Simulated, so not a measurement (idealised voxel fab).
A process module follows: voxel double patterning.
The width of the displayed cross-section, cut, is 240 nm; its cells are square, with a size of 5 nm.
When this document writes out a cross-section, it uses a grid of square cells and lists it as bands, beginning at the top and moving down, with a band standing for one or more rows of cells. In this notation a band is specified by the heights of its top and bottom, in that order and in nm, after which its materials appear from left to right, each paired with its width in nm. The word "full width" attached to a single material means that material fills the band from edge to edge; the word "blank" stands for empty space. A quick word on heights: they are counted from 0, and under that level the wafer as it came to us is one material throughout. The lowest band is different from the rest in having no bottom; it simply continues downward, written as in "z 0 and below". Think of "30 to 40" as a width that walks from the first number to the second as you go down the band, top row to bottom row, taking equal-sized steps from row to row. Where the words "no modification" appear for a step, the cross-section shows no cell changed by that step; every cell remained as before. Enclosed voids (no open way to top), threshold 8 cells or more, entry "Internal closed voids", notation width x height at distance, distance from left edge, nm. The remark found on a step's line after its settings is issued by the simulator itself and pertains to that step. For masked steps, "overlay nm" on the step line gives how far right of plan the mask actually lay; a minus sign means it lay to the left.
STEPS PLANNED FOR THE PROCESS
1,RECEIVE (material Si)
2,CONFORMAL_DEP (material SiO2; thk nm 5)
3,DIRECTIONAL_DEP (material TiN; thk nm 20)
4,DIRECTIONAL_DEP (material SiCN; thk nm 10)
5,DIRECTIONAL_DEP (material aC; thk nm 10)
6,PATTERN (tone open; mask id FIRST; material resist; width nm 15; pitch nm 50; thk nm 25; overlay nm 0)
7,DIRECTIONAL_ETCH (etch materials aC; depth nm 10)
8,STRIP (etch materials resist)
9,DIRECTIONAL_ETCH (etch materials SiCN; depth nm 10)
10,STRIP (etch materials aC)
11,PATTERN (tone open; mask id SECOND; material resist; width nm 15; pitch nm 50; thk nm 20; overlay nm 0)
12,DIRECTIONAL_ETCH (etch materials SiCN; depth nm 10)
13,STRIP (etch materials resist)
14,DIRECTIONAL_ETCH (etch materials TiN; depth nm 20)
15,STRIP (etch materials SiCN)
SO THIS IS THE INCOMING WAFER IN CROSS-SECTION - IT'S ALREADY BEEN THROUGH STEP 1
z 0 and below  Si full width
Internal closed voids: none
THE PLAN ABOVE WAS CARRIED OUT ON THE STARTING STRUCTURE ABOVE WITH ONE MISTAKE, AND THIS CROSS-SECTION SHOWS THE WAFER AT THE END OF THE MODULE
z 25 to 5  TiN: 60 / blank: 15 / TiN: 5 / blank: 25 / TiN: 5 / blank: 15 / TiN: 5 / blank: 25 / TiN: 5 / blank: 15 / TiN: 65
z 5 to 0  SiO2 full width
z 0 and below  Si full width
Internal closed voids: none
Processing error: so step 11 ended up running with a different setting than we planned, it ran as PATTERN (tone open; mask id SECOND; material resist; width nm 25; pitch nm 50; thk nm 20; overlay nm 0)
